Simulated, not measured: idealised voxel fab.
process module | voxel wiring stack
cross-section cut | 250 nm wide | cells 5 nm
A cross-section is a grid of square cells, given in bands from the top down. A band is one or more rows of cells.
Each band's line starts with the height of the band's top and of its bottom, in nm. Then come its materials from left to right, each with its width in nm. One material with "throughout" fills the band from edge to edge. "air" is empty space.
Height 0 is the level under which the wafer as received is all one material. The lowest band goes on downwards, as in "0 down".
A width such as "30 to 40" changes by the same amount from each row of cells to the next, from the band's top row to its bottom row.
"no change" after a step means that no cell of the cross-section changed.
closed voids: empty space of 8 cells or more with no open way to the top, each as width x height at its distance from the left edge, in nm
after a step's settings: what the simulator itself notes on the step
overlay nm, on a step with a mask: how far to the right of its planned place the mask lay; to the left if negative
plan
1 op RECEIVE | material Si
2 op CONFORMAL_DEP | material SiO2 | thk nm 10
3 op CONFORMAL_DEP | material SiN | thk nm 5
4 op DIRECTIONAL_DEP | material SiO2 | thk nm 20
5 op DIRECTIONAL_DEP | material aC | thk nm 10
6 op PATTERN | tone open | mask id METAL_1 | material resist | width nm 20 | pitch nm 40 | thk nm 25 | overlay nm 0
7 op DIRECTIONAL_ETCH | etch materials aC | depth nm 10
8 op STRIP | etch materials resist
9 op DIRECTIONAL_ETCH | etch materials SiO2 | depth nm 20
10 op DIRECTIONAL_ETCH | etch materials SiN | depth nm 5
11 op STRIP | etch materials aC
12 op CONFORMAL_DEP | material TiN | thk nm 5
13 op FILL_DEP | material Cu | thk nm 5
14 op CMP | height nm 35
15 op CONFORMAL_DEP | material SiCN | thk nm 5
16 op DIRECTIONAL_DEP | material lowk | thk nm 30
17 op MASKED_ETCH | tone open | mask id METAL_2 | width nm 20 | pitch nm 40 | etch materials lowk | depth nm 20 | overlay nm 0
18 op PATTERN | tone open | mask id METAL_2_HOLES | material resist | width nm 15 | pitch nm 40 | thk nm 20 | overlay nm 0
19 op DIRECTIONAL_ETCH | etch materials lowk | depth nm 10
20 op DIRECTIONAL_ETCH | etch materials SiCN | depth nm 5
21 op STRIP | etch materials resist
22 op CONFORMAL_DEP | material TiN | thk nm 5
23 op FILL_DEP | material Cu | thk nm 10
24 op CMP | height nm 70
25 op CONFORMAL_DEP | material SiCN | thk nm 5
26 op DIRECTIONAL_DEP | material lowk | thk nm 10
27 op DIRECTIONAL_DEP | material aC | thk nm 15
28 op PATTERN | tone open | mask id PLUG_2 | material resist | width nm 15 | thk nm 35 | overlay nm 0
29 op DIRECTIONAL_ETCH | etch materials aC | depth nm 15
30 op STRIP | etch materials resist
31 op DIRECTIONAL_ETCH | etch materials lowk | depth nm 10
32 op DIRECTIONAL_ETCH | etch materials SiCN | depth nm 5
33 op STRIP | etch materials aC
34 op EPI | material Ru | thk nm 10
35 op EPI | material Ru | thk nm 5
36 op CONFORMAL_DEP | material SiCN | thk nm 5
37 op DIRECTIONAL_DEP | material lowk | thk nm 20
38 op PATTERN | tone open | mask id METAL_3 | material resist | width nm 20 | pitch nm 40 | thk nm 15 | overlay nm 0
39 op DIRECTIONAL_ETCH | etch materials lowk | depth nm 20
40 op DIRECTIONAL_ETCH | etch materials SiCN | depth nm 5
41 op STRIP | etch materials resist
42 op CONFORMAL_DEP | material TiN | thk nm 5
43 op FILL_DEP | material Cu | thk nm 5
44 op CMP | height nm 110
45 op EPI | material Ru | thk nm 5
46 op FILL_DEP | material SiCN | thk nm 5
47 op DIRECTIONAL_DEP | material SiO2 | thk nm 10
48 op DIRECTIONAL_DEP | material aC | thk nm 10
49 op PATTERN | tone open | mask id PLUG_3 | material resist | width nm 15 | pitch nm 40 | thk nm 30 | overlay nm 0
50 op DIRECTIONAL_ETCH | etch materials aC | depth nm 10
51 op STRIP | etch materials resist
52 op DIRECTIONAL_ETCH | etch materials SiO2 | depth nm 10
53 op DIRECTIONAL_ETCH | etch materials SiCN | depth nm 5
54 op STRIP | etch materials aC
55 op EPI | material Ru | thk nm 10
56 op EPI | material Ru | thk nm 5
57 op CONFORMAL_DEP | material SiN | thk nm 5
58 op DIRECTIONAL_DEP | material SiO2 | thk nm 15
59 op MASKED_ETCH | tone open | mask id METAL_4 | width nm 20 | pitch nm 40 | etch materials SiO2 | depth nm 15 | overlay nm 0
60 op MASKED_ETCH | tone open | mask id METAL_4 | width nm 20 | pitch nm 40 | etch materials SiN | depth nm 5 | overlay nm 0
61 op CONFORMAL_DEP | material TiN | thk nm 5
62 op FILL_DEP | material W | thk nm 10
63 op CMP | height nm 150
64 op EPI | material Ru | thk nm 5
65 op FILL_DEP | material SiCN | thk nm 5
first wafer, as planned
as received, after step 1
  0 down: Si throughout
  closed voids: none
after step 2
  10 to 0: SiO2 throughout
  below 0: unchanged
after step 3
  15 to 10: SiN throughout
  below 10: unchanged
after step 4
  35 to 15: SiO2 throughout
  below 15: unchanged
after step 5
  45 to 35: aC throughout
  below 35: unchanged
after step 6
  70 to 45: resist 95 | air 20 | resist 20 | air 20 | resist 95
  below 45: unchanged
after step 7
  60 to 45: resist 95 | air 20 | resist 20 | air 20 | resist 95
  45 to 35: aC 95 | air 20 | aC 20 | air 20 | aC 95
  below 35: unchanged
after step 8
  45 to 35: aC 95 | air 20 | aC 20 | air 20 | aC 95
  below 35: unchanged
after step 9
  45 to 35: aC 95 | air 20 | aC 20 | air 20 | aC 95
  35 to 15: SiO2 95 | air 20 | SiO2 20 | air 20 | SiO2 95
  below 15: unchanged
after step 10
  45 to 35: aC 95 | air 20 | aC 20 | air 20 | aC 95
  35 to 15: SiO2 95 | air 20 | SiO2 20 | air 20 | SiO2 95
  15 to 10: SiN 95 | air 20 | SiN 20 | air 20 | SiN 95
  below 10: unchanged
after step 11
  35 to 15: SiO2 95 | air 20 | SiO2 20 | air 20 | SiO2 95
  below 15: unchanged
after step 12
  40 to 35: TiN 100 | air 10 | TiN 30 | air 10 | TiN 100
  35 to 15: SiO2 95 | TiN 5 | air 10 | TiN 5 | SiO2 20 | TiN 5 | air 10 | TiN 5 | SiO2 95
  15 to 10: SiN 95 | TiN 20 | SiN 20 | TiN 20 | SiN 95
  below 10: unchanged
after step 13
  45 to 40: Cu throughout
  40 to 35: TiN 100 | Cu 10 | TiN 30 | Cu 10 | TiN 100
  35 to 15: SiO2 95 | TiN 5 | Cu 10 | TiN 5 | SiO2 20 | TiN 5 | Cu 10 | TiN 5 | SiO2 95
  below 15: unchanged
after step 14
  35 to 15: SiO2 95 | TiN 5 | Cu 10 | TiN 5 | SiO2 20 | TiN 5 | Cu 10 | TiN 5 | SiO2 95
  below 15: unchanged
after step 15
  40 to 35: SiCN throughout
  below 35: unchanged
after step 16
  70 to 40: lowk throughout
  below 40: unchanged
after step 17
  70 to 50: lowk 95 | air 20 | lowk 20 | air 20 | lowk 95
  below 50: unchanged
after step 18
  90 to 70: resist 95 | air 15 | resist 25 | air 15 | resist 100
  70 to 50: lowk 95 | air 15 | resist 5 | lowk 20 | air 15 | resist 5 | lowk 95
  below 50: unchanged
after step 19
  90 to 70: resist 95 | air 15 | resist 25 | air 15 | resist 100
  70 to 50: lowk 95 | air 15 | resist 5 | lowk 20 | air 15 | resist 5 | lowk 95
  50 to 40: lowk 95 | air 15 | lowk 25 | air 15 | lowk 100
  below 40: unchanged
after step 20
  90 to 70: resist 95 | air 15 | resist 25 | air 15 | resist 100
  70 to 50: lowk 95 | air 15 | resist 5 | lowk 20 | air 15 | resist 5 | lowk 95
  50 to 40: lowk 95 | air 15 | lowk 25 | air 15 | lowk 100
  40 to 35: SiCN 95 | air 15 | SiCN 25 | air 15 | SiCN 100
  below 35: unchanged
after step 21
  70 to 50: lowk 95 | air 20 | lowk 20 | air 20 | lowk 95
  below 50: unchanged
after step 22
  75 to 70: TiN 100 | air 10 | TiN 30 | air 10 | TiN 100
  70 to 55: lowk 95 | TiN 5 | air 10 | TiN 5 | lowk 20 | TiN 5 | air 10 | TiN 5 | lowk 95
  55 to 50: lowk 95 | TiN 5 | air 5 | TiN 10 | lowk 20 | TiN 5 | air 5 | TiN 10 | lowk 95
  50 to 40: lowk 95 | TiN 5 | air 5 | TiN 5 | lowk 25 | TiN 5 | air 5 | TiN 5 | lowk 100
  40 to 35: SiCN 95 | TiN 15 | SiCN 25 | TiN 15 | SiCN 100
  below 35: unchanged
after step 23
  85 to 75: Cu throughout
  75 to 70: TiN 100 | Cu 10 | TiN 30 | Cu 10 | TiN 100
  70 to 55: lowk 95 | TiN 5 | Cu 10 | TiN 5 | lowk 20 | TiN 5 | Cu 10 | TiN 5 | lowk 95
  55 to 50: lowk 95 | TiN 5 | Cu 5 | TiN 10 | lowk 20 | TiN 5 | Cu 5 | TiN 10 | lowk 95
  50 to 40: lowk 95 | TiN 5 | Cu 5 | TiN 5 | lowk 25 | TiN 5 | Cu 5 | TiN 5 | lowk 100
  below 40: unchanged
after step 24
  70 to 55: lowk 95 | TiN 5 | Cu 10 | TiN 5 | lowk 20 | TiN 5 | Cu 10 | TiN 5 | lowk 95
  below 55: unchanged
after step 25
  75 to 70: SiCN throughout
  below 70: unchanged
after step 26
  85 to 75: lowk throughout
  below 75: unchanged
after step 27
  100 to 85: aC throughout
  below 85: unchanged
after step 28
  135 to 100: resist 95 | air 15 | resist 140
  below 100: unchanged
after step 29
  120 to 100: resist 95 | air 15 | resist 140
  100 to 85: aC 95 | air 15 | aC 140
  below 85: unchanged
after step 30
  100 to 85: aC 95 | air 15 | aC 140
  below 85: unchanged
after step 31
  100 to 85: aC 95 | air 15 | aC 140
  85 to 75: lowk 95 | air 15 | lowk 140
  below 75: unchanged
after step 32
  100 to 85: aC 95 | air 15 | aC 140
  85 to 75: lowk 95 | air 15 | lowk 140
  75 to 70: SiCN 95 | air 15 | SiCN 140
  below 70: unchanged
after step 33
  85 to 75: lowk 95 | air 15 | lowk 140
  below 75: unchanged
after step 34
  85 to 80: lowk 95 | air 15 | lowk 140
  80 to 75: lowk 95 | Ru 15 | lowk 140
  75 to 70: SiCN 95 | Ru 15 | SiCN 140
  below 70: unchanged
after step 35
  85 to 75: lowk 95 | Ru 15 | lowk 140
  below 75: unchanged
after step 36
  90 to 85: SiCN throughout
  below 85: unchanged
after step 37
  110 to 90: lowk throughout
  below 90: unchanged
after step 38
  125 to 110: resist 95 | air 20 | resist 20 | air 20 | resist 95
  below 110: unchanged
after step 39
  125 to 110: resist 95 | air 20 | resist 20 | air 20 | resist 95
  110 to 90: lowk 95 | air 20 | lowk 20 | air 20 | lowk 95
  below 90: unchanged
after step 40
  125 to 110: resist 95 | air 20 | resist 20 | air 20 | resist 95
  110 to 90: lowk 95 | air 20 | lowk 20 | air 20 | lowk 95
  90 to 85: SiCN 95 | air 20 | SiCN 20 | air 20 | SiCN 95
  below 85: unchanged
after step 41
  110 to 90: lowk 95 | air 20 | lowk 20 | air 20 | lowk 95
  below 90: unchanged
after step 42
  115 to 110: TiN 100 | air 10 | TiN 30 | air 10 | TiN 100
  110 to 90: lowk 95 | TiN 5 | air 10 | TiN 5 | lowk 20 | TiN 5 | air 10 | TiN 5 | lowk 95
  90 to 85: SiCN 95 | TiN 20 | SiCN 20 | TiN 20 | SiCN 95
  below 85: unchanged
after step 43
  120 to 115: Cu throughout
  115 to 110: TiN 100 | Cu 10 | TiN 30 | Cu 10 | TiN 100
  110 to 90: lowk 95 | TiN 5 | Cu 10 | TiN 5 | lowk 20 | TiN 5 | Cu 10 | TiN 5 | lowk 95
  below 90: unchanged
after step 44
  110 to 90: lowk 95 | TiN 5 | Cu 10 | TiN 5 | lowk 20 | TiN 5 | Cu 10 | TiN 5 | lowk 95
  below 90: unchanged
after step 45
  115 to 110: air 90 | Ru 30 | air 10 | Ru 30 | air 90
  below 110: unchanged
after step 46
  120 to 115: SiCN throughout
  115 to 110: SiCN 90 | Ru 30 | SiCN 10 | Ru 30 | SiCN 90
  below 110: unchanged
after step 47
  130 to 120: SiO2 throughout
  below 120: unchanged
after step 48
  140 to 130: aC throughout
  below 130: unchanged
after step 49
  170 to 140: resist 95 | air 15 | resist 25 | air 15 | resist 100
  below 140: unchanged
after step 50
  160 to 140: resist 95 | air 15 | resist 25 | air 15 | resist 100
  140 to 130: aC 95 | air 15 | aC 25 | air 15 | aC 100
  below 130: unchanged
after step 51
  140 to 130: aC 95 | air 15 | aC 25 | air 15 | aC 100
  below 130: unchanged
after step 52
  140 to 130: aC 95 | air 15 | aC 25 | air 15 | aC 100
  130 to 120: SiO2 95 | air 15 | SiO2 25 | air 15 | SiO2 100
  below 120: unchanged
after step 53
  140 to 130: aC 95 | air 15 | aC 25 | air 15 | aC 100
  130 to 120: SiO2 95 | air 15 | SiO2 25 | air 15 | SiO2 100
  120 to 115: SiCN 95 | air 15 | SiCN 25 | air 15 | SiCN 100
  below 115: unchanged
after step 54
  130 to 120: SiO2 95 | air 15 | SiO2 25 | air 15 | SiO2 100
  below 120: unchanged
after step 55
  130 to 125: SiO2 95 | air 15 | SiO2 25 | air 15 | SiO2 100
  125 to 120: SiO2 95 | Ru 15 | SiO2 25 | Ru 15 | SiO2 100
  120 to 110: SiCN 95 to 90 | Ru 15 to 30 | SiCN 25 to 10 | Ru 15 to 30 | SiCN 100 to 90
  below 110: unchanged
after step 56
  130 to 120: SiO2 95 | Ru 15 | SiO2 25 | Ru 15 | SiO2 100
  below 120: unchanged
after step 57
  135 to 130: SiN throughout
  below 130: unchanged
after step 58
  150 to 135: SiO2 throughout
  below 135: unchanged
after step 59
  150 to 135: SiO2 95 | air 20 | SiO2 20 | air 20 | SiO2 95
  below 135: unchanged
after step 60
  150 to 135: SiO2 95 | air 20 | SiO2 20 | air 20 | SiO2 95
  135 to 130: SiN 95 | air 20 | SiN 20 | air 20 | SiN 95
  below 130: unchanged
after step 61
  155 to 150: TiN 100 | air 10 | TiN 30 | air 10 | TiN 100
  150 to 135: SiO2 95 | TiN 5 | air 10 | TiN 5 | SiO2 20 | TiN 5 | air 10 | TiN 5 | SiO2 95
  135 to 130: SiN 95 | TiN 20 | SiN 20 | TiN 20 | SiN 95
  below 130: unchanged
after step 62
  165 to 155: W throughout
  155 to 150: TiN 100 | W 10 | TiN 30 | W 10 | TiN 100
  150 to 135: SiO2 95 | TiN 5 | W 10 | TiN 5 | SiO2 20 | TiN 5 | W 10 | TiN 5 | SiO2 95
  below 135: unchanged
after step 63
  150 to 135: SiO2 95 | TiN 5 | W 10 | TiN 5 | SiO2 20 | TiN 5 | W 10 | TiN 5 | SiO2 95
  below 135: unchanged
after step 64
  155 to 150: air 90 | Ru 30 | air 10 | Ru 30 | air 90
  below 150: unchanged
after step 65
  160 to 155: SiCN throughout
  155 to 150: SiCN 90 | Ru 30 | SiCN 10 | Ru 30 | SiCN 90
  below 150: unchanged
second wafer: like start, like plan, one mistake. Through step 60 it matches the first wafer
when step 61 should have ended
  155 to 150: SiCN 100 | air 10 | SiCN 30 | air 10 | SiCN 100
  150 to 135: SiO2 95 | SiCN 5 | air 10 | SiCN 5 | SiO2 20 | SiCN 5 | air 10 | SiCN 5 | SiO2 95
  135 to 130: SiN 95 | SiCN 20 | SiN 20 | SiCN 20 | SiN 95
  below 130: unchanged
when step 62 should have ended
  165 to 155: W throughout
  155 to 150: SiCN 100 | W 10 | SiCN 30 | W 10 | SiCN 100
  150 to 135: SiO2 95 | SiCN 5 | W 10 | SiCN 5 | SiO2 20 | SiCN 5 | W 10 | SiCN 5 | SiO2 95
  below 135: unchanged
when step 63 should have ended
  150 to 135: SiO2 95 | SiCN 5 | W 10 | SiCN 5 | SiO2 20 | SiCN 5 | W 10 | SiCN 5 | SiO2 95
  below 135: unchanged
when step 64 should have ended
  155 to 150: air 95 | Ru 20 | air 20 | Ru 20 | air 95
  below 150: unchanged
when step 65 should have ended
  160 to 155: SiCN throughout
  155 to 150: SiCN 95 | Ru 20 | SiCN 20 | Ru 20 | SiCN 95
  below 150: unchanged
what went wrong: step 61 ran as: op CONFORMAL_DEP | material SiCN | thk nm 5
at the end the second wafer has, in cells: 4 fewer of Ru | 24 more of SiCN | 20 fewer of TiN
